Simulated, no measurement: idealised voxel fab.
Process module under the name voxel released beams
Section shown: cut. Width: 285 nm. Cell size: 5 nm, square.
Just so we're on the same page, the cross-sections are grids of square cells, and they're listed out in bands top to bottom, each band one or more rows deep. Band: top and bottom heights (nm) first, top before bottom; then materials from left to right, widths in nm. "all across" marks a sole material filling the band edge to edge. "blank" denotes empty space. Beneath 0, the wafer as received is one material, and that level is where height counting begins. The lowest band goes on downward without a bottom; it is written like "0 nm and below". A width such as "30->40" changes by the same amount from each row of cells to the next, from the band's top row to its bottom row. "same as before" for a step: no cell of the cross-section changed in that step. "Tabulated closed voids" specifies each empty space that is not open to the top and that occupies no fewer than 8 cells, using the form width x height at distance, the distance measured from the left edge and all three quantities in nm. Formally, on a step line, whatever follows the settings is a remark that the simulator itself makes on the step. A step line may carry the setting "overlay nm", which, for steps involving a mask, states the distance by which the mask lay to the right of its intended position; negative values denote displacement to the left.

-- List of planned process steps
1 op RECEIVE | material Si
2 op CONFORMAL_DEP | material SiN | thk nm 10
3 op DIRECTIONAL_DEP | material SiO2 | thk nm 10
4 op MASKED_ETCH | tone open | mask id ANCHOR | width nm 25 | etch materials SiO2 | depth nm 10 | overlay nm 0
5 op CONFORMAL_DEP | material polySi | thk nm 10
6 op DIRECTIONAL_DEP | material aC | thk nm 15
7 op PATTERN | tone cover | mask id BEAM | material resist | width nm 90 | thk nm 30 | overlay nm 0
8 op DIRECTIONAL_ETCH | etch materials aC | depth nm 15
9 op STRIP | etch materials resist
10 op DIRECTIONAL_ETCH | etch materials polySi | depth nm 10
11 op STRIP | etch materials aC
12 op STRIP | etch materials SiO2

-- Cross-section: wafer on arrival = after step 1
> 0 nm and below | Si all across
> Tabulated closed voids: none

-- The module was run from the start shown above using the plan shown above, but one mistake was made doing it; the resulting wafer cross-section is below
> 30 nm to 20 nm | blank: 95, then polySi: 40, then blank: 150
> 20 nm to 10 nm | blank: 90, then polySi: 10, then SiO2: 25, then polySi: 60, then blank: 100
> 10 nm to 0 nm | SiN all across
> 0 nm and below | Si all across
> Tabulated closed voids: none
So what did we get wrong on this run? step 4 off recipe, ran as op MASKED_ETCH | tone cover | mask id ANCHOR | width nm 25 | etch materials SiO2 | depth nm 10 | overlay nm 0
